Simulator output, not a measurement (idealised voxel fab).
Module name: voxel self aligned vias (process module)
Pictured: cross-section cut, 165 nm wide, on a grid of 5 nm square cells.
Cross-section spec: square-cell grid; bands listed top down; each band is one or more rows.
For a band, the entry starts with two heights in nm, that of the top and then that of the bottom, and carries on with the band's materials in order from left to right, each alongside its width in nm; the word "all across" beside a single material means it fills the band edge to edge, and "blank" means empty space.
Zero point of the height axis is 0; under it, received wafer = one material. Lowest band: continues down indefinitely, "0 nm and below".
It should be noted that a width expressed as "30->40" varies in equal increments from row to row of cells within the band, taking the value of the first number at the top row and that of the second number at the bottom row.
You'll sometimes find "remained the same" written for a step, and that's the way of saying that nowhere in the cross-section did a cell change during that step.
"Fully enclosed voids" contains a list of empty spaces, each no smaller than 8 cells and without an open way to the top, written in the form width x height at distance with the distance from the left edge and all three in nm.
The remark found on a step's line after its settings is issued by the simulator itself and pertains to that step.
What "overlay nm" on a step's line means: if the step has a mask, that mask lay this far to the right of its planned place, or, when the value is negative, to the left.
### These are the steps we planned for the process
1 RECEIVE | material Si
2 CONFORMAL_DEP | material SiO2 | thk nm 15
3 CONFORMAL_DEP | material SiCN | thk nm 5
4 DIRECTIONAL_DEP | material lowk | thk nm 30
5 PATTERN | tone open | mask id LINES | material resist | width nm 30 | pitch nm 80 | thk nm 20 | overlay nm 0
6 DIRECTIONAL_ETCH | etch materials lowk | depth nm 30
7 STRIP | etch materials resist
8 CONFORMAL_DEP | material TiN | thk nm 5
9 FILL_DEP | material W | thk nm 10
10 CMP | height nm 45
11 SELECTIVE_ETCH | etch materials W Ru TiN | depth nm 10
12 FILL_DEP | material SiN | thk nm 5
13 CMP | height nm 50
14 DIRECTIONAL_DEP | material lowk | thk nm 20
15 DIRECTIONAL_DEP | material aC | thk nm 10
16 PATTERN | tone open | mask id VIAS | material resist | width nm 50 | pitch nm 80 | thk nm 30 | overlay nm 0
17 DIRECTIONAL_ETCH | etch materials aC | depth nm 10
18 STRIP | etch materials resist
19 DIRECTIONAL_ETCH | etch materials lowk | depth nm 20
20 DIRECTIONAL_ETCH | etch materials SiN | depth nm 10
21 STRIP | etch materials aC
22 CONFORMAL_DEP | material TiN | thk nm 5
23 FILL_DEP | material W | thk nm 10
24 CMP | height nm 70
25 CONFORMAL_DEP | material SiCN | thk nm 5
varied across the wafers: height nm of step 10. The plan shows the first wafer's value. All wafers start alike
### The as-received cross-section of the first of several wafers corresponds to the state after step 1
- 0 nm and below  Si all across
- Fully enclosed voids: none
### Cross-section of the first of several wafers, taken after step 25, where the module ends
- 75 nm to 70 nm  SiCN all across
- 70 nm to 50 nm  lowk=15 | TiN=5 | W=40 | TiN=5 | lowk=30 | TiN=5 | W=40 | TiN=5 | lowk=20
- 50 nm to 45 nm  SiN=15 | TiN=15 | W=20 | TiN=15 | SiN=30 | TiN=15 | W=20 | TiN=15 | SiN=20
- 45 nm to 40 nm  lowk=25 | TiN=30 | lowk=50 | TiN=30 | lowk=30
- 40 nm to 35 nm  lowk=25 | SiN=30 | lowk=50 | SiN=30 | lowk=30
- 35 nm to 25 nm  lowk=25 | TiN=5 | W=20 | TiN=5 | lowk=50 | TiN=5 | W=20 | TiN=5 | lowk=30
- 25 nm to 20 nm  lowk=25 | TiN=30 | lowk=50 | TiN=30 | lowk=30
- 20 nm to 15 nm  SiCN all across
- 15 nm to 0 nm  SiO2 all across
- 0 nm and below  Si all across
- Fully enclosed voids: none
### Cross-section of the last wafer at end of module
- 75 nm to 70 nm  SiCN all across
- 70 nm to 55 nm  lowk=15 | TiN=5 | W=40 | TiN=5 | lowk=30 | TiN=5 | W=40 | TiN=5 | lowk=20
- 55 nm to 50 nm  lowk=15 | TiN=50 | lowk=30 | TiN=50 | lowk=20
- 50 nm to 25 nm  lowk=25 | TiN=5 | W=20 | TiN=5 | lowk=50 | TiN=5 | W=20 | TiN=5 | lowk=30
- 25 nm to 20 nm  lowk=25 | TiN=30 | lowk=50 | TiN=30 | lowk=30
- 20 nm to 15 nm  SiCN all across
- 15 nm to 0 nm  SiO2 all across
- 0 nm and below  Si all across
- Fully enclosed voids: none
### Tabulated below, wafer by wafer, are the end-of-module results: for each material, the number of cells gained (+) or lost (-) relative to the as-received state, followed by the closed voids
height nm 45; +66 SiCN; +25 SiN; +99 SiO2; +60 TiN; +88 W; +157 lowk; Fully enclosed voids: none
height nm 50; +66 SiCN; +99 SiO2; +64 TiN; +88 W; +178 lowk; Fully enclosed voids: none
height nm 55; +66 SiCN; +99 SiO2; +64 TiN; +88 W; +178 lowk; Fully enclosed voids: none
height nm 60; +66 SiCN; +99 SiO2; +64 TiN; +88 W; +178 lowk; Fully enclosed voids: none
height nm 65; +66 SiCN; +99 SiO2; +64 TiN; +88 W; +178 lowk; Fully enclosed voids: none
